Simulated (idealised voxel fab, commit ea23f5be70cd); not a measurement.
The document below concerns the process module designated voxel capacitor over wiring.
Square cell edge 5 nm, section width 275 nm, ID cut.
When this document writes out a cross-section, it uses a grid of square cells and lists it as bands, beginning at the top and moving down, with a band standing for one or more rows of cells. The entry gives the band's vertical extent as a top height and a bottom height in nm, then its horizontal make-up as materials from left to right, each with a width in nm. "blank" stands for empty space; a single material marked "all across" fills the band edge to edge. Heights are measured from 0, the level below which the as-received wafer is all one material; the lowest band has no bottom and continues downward, written as in "0 and below". A two-number width, for instance "30 to 40", indicates that the width is equal to the first number in the top row of the band and to the second number in the bottom row, and that it changes by a constant amount per row of cells. "left unchanged" -> step changed no cross-section cell. Listed in "Fully closed voids": every empty space of 8 or more cells without an open way to the top. Form: width x height at distance, the distance being from the left edge, all in nm. Where a step's line continues beyond its settings, the continuation is a remark by the simulator itself on that step. Among the settings permitted on a step's line is "overlay nm"; applied to a step with a mask, it specifies the extent to which the mask lay to the right of its planned position, whereas a negative figure signifies a position to the left.

THE FOLLOWING LIST GIVES THE PLANNED PROCESS STEPS
step 1: RECEIVE: material Si
step 2: CONFORMAL_DEP: material SiO2, thk nm 15
step 3: DIRECTIONAL_DEP: material TiN, thk nm 5
step 4: DIRECTIONAL_DEP: material W, thk nm 20
step 5: MASKED_ETCH: tone cover, mask id METAL_1, width nm 30, pitch nm 95, etch materials W, depth nm 20, overlay nm 0
step 6: MASKED_ETCH: tone cover, mask id METAL_1, width nm 30, pitch nm 95, etch materials TiN, depth nm 5, overlay nm 0
step 7: CONFORMAL_DEP: material SiCN, thk nm 5
step 8: FILL_DEP: material lowk, thk nm 10
step 9: CMP: height nm 40
step 10: CONFORMAL_DEP: material SiCN, thk nm 5
step 11: DIRECTIONAL_DEP: material SiO2, thk nm 15
step 12: PATTERN: tone open, mask id PLUG_1, material resist, width nm 15, thk nm 20, overlay nm 0
step 13: DIRECTIONAL_ETCH: etch materials SiO2, depth nm 15
step 14: DIRECTIONAL_ETCH: etch materials SiCN, depth nm 5
step 15: STRIP: etch materials resist
step 16: CONFORMAL_DEP: material TiN, thk nm 5
step 17: FILL_DEP: material Cu, thk nm 5
step 18: CMP: height nm 60
step 19: DIRECTIONAL_DEP: material TiN, thk nm 5
step 20: DIRECTIONAL_DEP: material Al2O3, thk nm 5
step 21: DIRECTIONAL_DEP: material TiN, thk nm 10
step 22: DIRECTIONAL_DEP: material aC, thk nm 10
step 23: PATTERN: tone cover, mask id UPPER_PLATE, material resist, width nm 70, thk nm 30, overlay nm 0
step 24: DIRECTIONAL_ETCH: etch materials aC, depth nm 10
step 25: STRIP: etch materials resist
step 26: DIRECTIONAL_ETCH: etch materials TiN, depth nm 10
step 27: DIRECTIONAL_ETCH: etch materials Al2O3, depth nm 5
step 28: STRIP: etch materials aC
step 29: MASKED_ETCH: tone cover, mask id LOWER_PLATE, width nm 80, etch materials TiN, depth nm 5, overlay nm 0
step 30: FILL_DEP: material SiO2, thk nm 20
step 31: CMP: height nm 95
step 32: DIRECTIONAL_DEP: material aC, thk nm 10
step 33: PATTERN: tone open, mask id PLUG_2, material resist, width nm 15, thk nm 30, overlay nm 0
step 34: DIRECTIONAL_ETCH: etch materials aC, depth nm 10
step 35: STRIP: etch materials resist
step 36: DIRECTIONAL_ETCH: etch materials SiO2, depth nm 15
step 37: STRIP: etch materials aC
step 38: CONFORMAL_DEP: material TiN, thk nm 5
step 39: FILL_DEP: material Ru, thk nm 5
step 40: CMP: height nm 95
step 41: CONFORMAL_DEP: material SiCN, thk nm 5

WAFER, FIRST OF TWO, RUN AS PLANNED

INCOMING WAFER IN CROSS-SECTION (STATE: AFTER STEP 1)
> 0 and below | Si all across
> Fully closed voids: none

THE WAFER IN CROSS-SECTION ONCE STEP 2 IS COMPLETE
> 15 down to 0 | SiO2 all across
> Heights below 0 show no change.

THE WAFER IN CROSS-SECTION ONCE STEP 3 IS COMPLETE
> 20 down to 15 | TiN all across
> Heights below 15 show no change.

THE WAFER IN CROSS-SECTION ONCE STEP 4 IS COMPLETE
> 40 down to 20 | W all across
> Heights below 20 show no change.

THE WAFER IN CROSS-SECTION ONCE STEP 5 IS COMPLETE
> 40 down to 20 | 75 of blank, 30 of W, 65 of blank, 30 of W, 75 of blank
> Heights below 20 show no change.

THE WAFER IN CROSS-SECTION ONCE STEP 6 IS COMPLETE
> 40 down to 20 | 75 of blank, 30 of W, 65 of blank, 30 of W, 75 of blank
> 20 down to 15 | 75 of blank, 30 of TiN, 65 of blank, 30 of TiN, 75 of blank
> Heights below 15 show no change.

THE WAFER IN CROSS-SECTION ONCE STEP 7 IS COMPLETE
> 45 down to 40 | 70 of blank, 40 of SiCN, 55 of blank, 40 of SiCN, 70 of blank
> 40 down to 20 | 70 of blank, 5 of SiCN, 30 of W, 5 of SiCN, 55 of blank, 5 of SiCN, 30 of W, 5 of SiCN, 70 of blank
> 20 down to 15 | 75 of SiCN, 30 of TiN, 65 of SiCN, 30 of TiN, 75 of SiCN
> Heights below 15 show no change.

THE WAFER IN CROSS-SECTION ONCE STEP 8 IS COMPLETE
> 55 down to 45 | lowk all across
> 45 down to 40 | 70 of lowk, 40 of SiCN, 55 of lowk, 40 of SiCN, 70 of lowk
> 40 down to 20 | 70 of lowk, 5 of SiCN, 30 of W, 5 of SiCN, 55 of lowk, 5 of SiCN, 30 of W, 5 of SiCN, 70 of lowk
> Heights below 20 show no change.

THE WAFER IN CROSS-SECTION ONCE STEP 9 IS COMPLETE
> 40 down to 20 | 70 of lowk, 5 of SiCN, 30 of W, 5 of SiCN, 55 of lowk, 5 of SiCN, 30 of W, 5 of SiCN, 70 of lowk
> Heights below 20 show no change.

THE WAFER IN CROSS-SECTION ONCE STEP 10 IS COMPLETE
> 45 down to 40 | SiCN all across
> Heights below 40 show no change.

THE WAFER IN CROSS-SECTION ONCE STEP 11 IS COMPLETE
> 60 down to 45 | SiO2 all across
> Heights below 45 show no change.

THE WAFER IN CROSS-SECTION ONCE STEP 12 IS COMPLETE
> 80 down to 60 | 90 of resist, 15 of blank, 170 of resist
> Heights below 60 show no change.

THE WAFER IN CROSS-SECTION ONCE STEP 13 IS COMPLETE
> 80 down to 60 | 90 of resist, 15 of blank, 170 of resist
> 60 down to 45 | 90 of SiO2, 15 of blank, 170 of SiO2
> Heights below 45 show no change.

THE WAFER IN CROSS-SECTION ONCE STEP 14 IS COMPLETE
> 80 down to 60 | 90 of resist, 15 of blank, 170 of resist
> 60 down to 45 | 90 of SiO2, 15 of blank, 170 of SiO2
> 45 down to 40 | 90 of SiCN, 15 of blank, 170 of SiCN
> Heights below 40 show no change.

THE WAFER IN CROSS-SECTION ONCE STEP 15 IS COMPLETE
> 60 down to 45 | 90 of SiO2, 15 of blank, 170 of SiO2
> Heights below 45 show no change.

THE WAFER IN CROSS-SECTION ONCE STEP 16 IS COMPLETE
> 65 down to 60 | 95 of TiN, 5 of blank, 175 of TiN
> 60 down to 45 | 90 of SiO2, 5 of TiN, 5 of blank, 5 of TiN, 170 of SiO2
> 45 down to 40 | 90 of SiCN, 15 of TiN, 170 of SiCN
> Heights below 40 show no change.

THE WAFER IN CROSS-SECTION ONCE STEP 17 IS COMPLETE
> 70 down to 65 | Cu all across
> 65 down to 60 | 95 of TiN, 5 of Cu, 175 of TiN
> 60 down to 45 | 90 of SiO2, 5 of TiN, 5 of Cu, 5 of TiN, 170 of SiO2
> Heights below 45 show no change.

THE WAFER IN CROSS-SECTION ONCE STEP 18 IS COMPLETE
> 60 down to 45 | 90 of SiO2, 5 of TiN, 5 of Cu, 5 of TiN, 170 of SiO2
> Heights below 45 show no change.

THE WAFER IN CROSS-SECTION ONCE STEP 19 IS COMPLETE
> 65 down to 60 | TiN all across
> Heights below 60 show no change.

THE WAFER IN CROSS-SECTION ONCE STEP 20 IS COMPLETE
> 70 down to 65 | Al2O3 all across
> Heights below 65 show no change.

THE WAFER IN CROSS-SECTION ONCE STEP 21 IS COMPLETE
> 80 down to 70 | TiN all across
> Heights below 70 show no change.

THE WAFER IN CROSS-SECTION ONCE STEP 22 IS COMPLETE
> 90 down to 80 | aC all across
> Heights below 80 show no change.

THE WAFER IN CROSS-SECTION ONCE STEP 23 IS COMPLETE
> 120 down to 90 | 90 of blank, 70 of resist, 115 of blank
> Heights below 90 show no change.

THE WAFER IN CROSS-SECTION ONCE STEP 24 IS COMPLETE
> 110 down to 90 | 90 of blank, 70 of resist, 115 of blank
> 90 down to 80 | 90 of blank, 70 of aC, 115 of blank
> Heights below 80 show no change.

THE WAFER IN CROSS-SECTION ONCE STEP 25 IS COMPLETE
> 90 down to 80 | 90 of blank, 70 of aC, 115 of blank
> Heights below 80 show no change.

THE WAFER IN CROSS-SECTION ONCE STEP 26 IS COMPLETE
> 90 down to 80 | 90 of blank, 70 of aC, 115 of blank
> 80 down to 70 | 90 of blank, 70 of TiN, 115 of blank
> Heights below 70 show no change.

THE WAFER IN CROSS-SECTION ONCE STEP 27 IS COMPLETE
> 90 down to 80 | 90 of blank, 70 of aC, 115 of blank
> 80 down to 70 | 90 of blank, 70 of TiN, 115 of blank
> 70 down to 65 | 90 of blank, 70 of Al2O3, 115 of blank
> Heights below 65 show no change.

THE WAFER IN CROSS-SECTION ONCE STEP 28 IS COMPLETE
> 80 down to 70 | 90 of blank, 70 of TiN, 115 of blank
> Heights below 70 show no change.

THE WAFER IN CROSS-SECTION ONCE STEP 29 IS COMPLETE
> 80 down to 70 | 90 of blank, 70 of TiN, 115 of blank
> 70 down to 65 | 90 of blank, 70 of Al2O3, 115 of blank
> 65 down to 60 | 85 of blank, 80 of TiN, 110 of blank
> Heights below 60 show no change.

THE WAFER IN CROSS-SECTION ONCE STEP 30 IS COMPLETE
> 100 down to 80 | SiO2 all across
> 80 down to 70 | 90 of SiO2, 70 of TiN, 115 of SiO2
> 70 down to 65 | 90 of SiO2, 70 of Al2O3, 115 of SiO2
> 65 down to 60 | 85 of SiO2, 80 of TiN, 110 of SiO2
> Heights below 60 show no change.

THE WAFER IN CROSS-SECTION ONCE STEP 31 IS COMPLETE
> 95 down to 80 | SiO2 all across
> Heights below 80 show no change.

THE WAFER IN CROSS-SECTION ONCE STEP 32 IS COMPLETE
> 105 down to 95 | aC all across
> Heights below 95 show no change.

THE WAFER IN CROSS-SECTION ONCE STEP 33 IS COMPLETE
> 135 down to 105 | 100 of resist, 15 of blank, 160 of resist
> Heights below 105 show no change.

THE WAFER IN CROSS-SECTION ONCE STEP 34 IS COMPLETE
> 125 down to 105 | 100 of resist, 15 of blank, 160 of resist
> 105 down to 95 | 100 of aC, 15 of blank, 160 of aC
> Heights below 95 show no change.

THE WAFER IN CROSS-SECTION ONCE STEP 35 IS COMPLETE
> 105 down to 95 | 100 of aC, 15 of blank, 160 of aC
> Heights below 95 show no change.

THE WAFER IN CROSS-SECTION ONCE STEP 36 IS COMPLETE
> 105 down to 95 | 100 of aC, 15 of blank, 160 of aC
> 95 down to 80 | 100 of SiO2, 15 of blank, 160 of SiO2
> Heights below 80 show no change.

THE WAFER IN CROSS-SECTION ONCE STEP 37 IS COMPLETE
> 95 down to 80 | 100 of SiO2, 15 of blank, 160 of SiO2
> Heights below 80 show no change.

THE WAFER IN CROSS-SECTION ONCE STEP 38 IS COMPLETE
> 100 down to 95 | 105 of TiN, 5 of blank, 165 of TiN
> 95 down to 85 | 100 of SiO2, 5 of TiN, 5 of blank, 5 of TiN, 160 of SiO2
> 85 down to 80 | 100 of SiO2, 15 of TiN, 160 of SiO2
> Heights below 80 show no change.

THE WAFER IN CROSS-SECTION ONCE STEP 39 IS COMPLETE
> 105 down to 100 | Ru all across
> 100 down to 95 | 105 of TiN, 5 of Ru, 165 of TiN
> 95 down to 85 | 100 of SiO2, 5 of TiN, 5 of Ru, 5 of TiN, 160 of SiO2
> Heights below 85 show no change.

THE WAFER IN CROSS-SECTION ONCE STEP 40 IS COMPLETE
> 95 down to 85 | 100 of SiO2, 5 of TiN, 5 of Ru, 5 of TiN, 160 of SiO2
> Heights below 85 show no change.

THE WAFER IN CROSS-SECTION ONCE STEP 41 IS COMPLETE
> 100 down to 95 | SiCN all across
> Heights below 95 show no change.

NOW THE OTHER WAFER: SAME START, SAME RECIPE, BUT WE MESSED UP ONE THING WHEN RUNNING IT. UP TO AND INCLUDING STEP 15 IT'S THE SAME AS THE FIRST ONE

CROSS-SECTION: SECOND WAFER, TIME AT WHICH STEP 16 WAS SCHEDULED TO END
> 65 down to 60 | 95 of Al2O3, 5 of blank, 175 of Al2O3
> 60 down to 45 | 90 of SiO2, 5 of Al2O3, 5 of blank, 5 of Al2O3, 170 of SiO2
> 45 down to 40 | 90 of SiCN, 15 of Al2O3, 170 of SiCN
> Heights below 40 show no change.

CROSS-SECTION: SECOND WAFER, TIME AT WHICH STEP 17 WAS SCHEDULED TO END
> 70 down to 65 | Cu all across
> 65 down to 60 | 95 of Al2O3, 5 of Cu, 175 of Al2O3
> 60 down to 45 | 90 of SiO2, 5 of Al2O3, 5 of Cu, 5 of Al2O3, 170 of SiO2
> Heights below 45 show no change.

CROSS-SECTION: SECOND WAFER, TIME AT WHICH STEP 18 WAS SCHEDULED TO END
> 60 down to 45 | 90 of SiO2, 5 of Al2O3, 5 of Cu, 5 of Al2O3, 170 of SiO2
> Heights below 45 show no change.

CROSS-SECTION: SECOND WAFER, TIME AT WHICH STEP 19 WAS SCHEDULED TO END
> 65 down to 60 | TiN all across
> Heights below 60 show no change.

CROSS-SECTION: SECOND WAFER, TIME AT WHICH STEP 20 WAS SCHEDULED TO END
> 70 down to 65 | Al2O3 all across
> Heights below 65 show no change.

CROSS-SECTION: SECOND WAFER, TIME AT WHICH STEP 21 WAS SCHEDULED TO END
> 80 down to 70 | TiN all across
> Heights below 70 show no change.

CROSS-SECTION: SECOND WAFER, TIME AT WHICH STEP 22 WAS SCHEDULED TO END
> 90 down to 80 | aC all across
> Heights below 80 show no change.

CROSS-SECTION: SECOND WAFER, TIME AT WHICH STEP 23 WAS SCHEDULED TO END
> 120 down to 90 | 90 of blank, 70 of resist, 115 of blank
> Heights below 90 show no change.

CROSS-SECTION: SECOND WAFER, TIME AT WHICH STEP 24 WAS SCHEDULED TO END
> 110 down to 90 | 90 of blank, 70 of resist, 115 of blank
> 90 down to 80 | 90 of blank, 70 of aC, 115 of blank
> Heights below 80 show no change.

CROSS-SECTION: SECOND WAFER, TIME AT WHICH STEP 25 WAS SCHEDULED TO END
> 90 down to 80 | 90 of blank, 70 of aC, 115 of blank
> Heights below 80 show no change.

CROSS-SECTION: SECOND WAFER, TIME AT WHICH STEP 26 WAS SCHEDULED TO END
> 90 down to 80 | 90 of blank, 70 of aC, 115 of blank
> 80 down to 70 | 90 of blank, 70 of TiN, 115 of blank
> Heights below 70 show no change.

CROSS-SECTION: SECOND WAFER, TIME AT WHICH STEP 27 WAS SCHEDULED TO END
> 90 down to 80 | 90 of blank, 70 of aC, 115 of blank
> 80 down to 70 | 90 of blank, 70 of TiN, 115 of blank
> 70 down to 65 | 90 of blank, 70 of Al2O3, 115 of blank
> Heights below 65 show no change.

CROSS-SECTION: SECOND WAFER, TIME AT WHICH STEP 28 WAS SCHEDULED TO END
> 80 down to 70 | 90 of blank, 70 of TiN, 115 of blank
> Heights below 70 show no change.

CROSS-SECTION: SECOND WAFER, TIME AT WHICH STEP 29 WAS SCHEDULED TO END
> 80 down to 70 | 90 of blank, 70 of TiN, 115 of blank
> 70 down to 65 | 90 of blank, 70 of Al2O3, 115 of blank
> 65 down to 60 | 85 of blank, 80 of TiN, 110 of blank
> Heights below 60 show no change.

CROSS-SECTION: SECOND WAFER, TIME AT WHICH STEP 30 WAS SCHEDULED TO END
> 100 down to 80 | SiO2 all across
> 80 down to 70 | 90 of SiO2, 70 of TiN, 115 of SiO2
> 70 down to 65 | 90 of SiO2, 70 of Al2O3, 115 of SiO2
> 65 down to 60 | 85 of SiO2, 80 of TiN, 110 of SiO2
> Heights below 60 show no change.

CROSS-SECTION: SECOND WAFER, TIME AT WHICH STEP 31 WAS SCHEDULED TO END
> 95 down to 80 | SiO2 all across
> Heights below 80 show no change.

CROSS-SECTION: SECOND WAFER, TIME AT WHICH STEP 32 WAS SCHEDULED TO END
> 105 down to 95 | aC all across
> Heights below 95 show no change.

CROSS-SECTION: SECOND WAFER, TIME AT WHICH STEP 33 WAS SCHEDULED TO END
> 135 down to 105 | 100 of resist, 15 of blank, 160 of resist
> Heights below 105 show no change.

CROSS-SECTION: SECOND WAFER, TIME AT WHICH STEP 34 WAS SCHEDULED TO END
> 125 down to 105 | 100 of resist, 15 of blank, 160 of resist
> 105 down to 95 | 100 of aC, 15 of blank, 160 of aC
> Heights below 95 show no change.

CROSS-SECTION: SECOND WAFER, TIME AT WHICH STEP 35 WAS SCHEDULED TO END
> 105 down to 95 | 100 of aC, 15 of blank, 160 of aC
> Heights below 95 show no change.

CROSS-SECTION: SECOND WAFER, TIME AT WHICH STEP 36 WAS SCHEDULED TO END
> 105 down to 95 | 100 of aC, 15 of blank, 160 of aC
> 95 down to 80 | 100 of SiO2, 15 of blank, 160 of SiO2
> Heights below 80 show no change.

CROSS-SECTION: SECOND WAFER, TIME AT WHICH STEP 37 WAS SCHEDULED TO END
> 95 down to 80 | 100 of SiO2, 15 of blank, 160 of SiO2
> Heights below 80 show no change.

CROSS-SECTION: SECOND WAFER, TIME AT WHICH STEP 38 WAS SCHEDULED TO END
> 100 down to 95 | 105 of TiN, 5 of blank, 165 of TiN
> 95 down to 85 | 100 of SiO2, 5 of TiN, 5 of blank, 5 of TiN, 160 of SiO2
> 85 down to 80 | 100 of SiO2, 15 of TiN, 160 of SiO2
> Heights below 80 show no change.

CROSS-SECTION: SECOND WAFER, TIME AT WHICH STEP 39 WAS SCHEDULED TO END
> 105 down to 100 | Ru all across
> 100 down to 95 | 105 of TiN, 5 of Ru, 165 of TiN
> 95 down to 85 | 100 of SiO2, 5 of TiN, 5 of Ru, 5 of TiN, 160 of SiO2
> Heights below 85 show no change.

CROSS-SECTION: SECOND WAFER, TIME AT WHICH STEP 40 WAS SCHEDULED TO END
> 95 down to 85 | 100 of SiO2, 5 of TiN, 5 of Ru, 5 of TiN, 160 of SiO2
> Heights below 85 show no change.

CROSS-SECTION: SECOND WAFER, TIME AT WHICH STEP 41 WAS SCHEDULED TO END
> 100 down to 95 | SiCN all across
> Heights below 95 show no change.
Nonconformance to the process plan: rather than as planned, step 16 actually ran as CONFORMAL_DEP: material Al2O3, thk nm 5
Wrapping up, a cell-based count of both wafers puts the second over or under the first for these materials: Al2O3: 9 more | TiN: 9 fewer
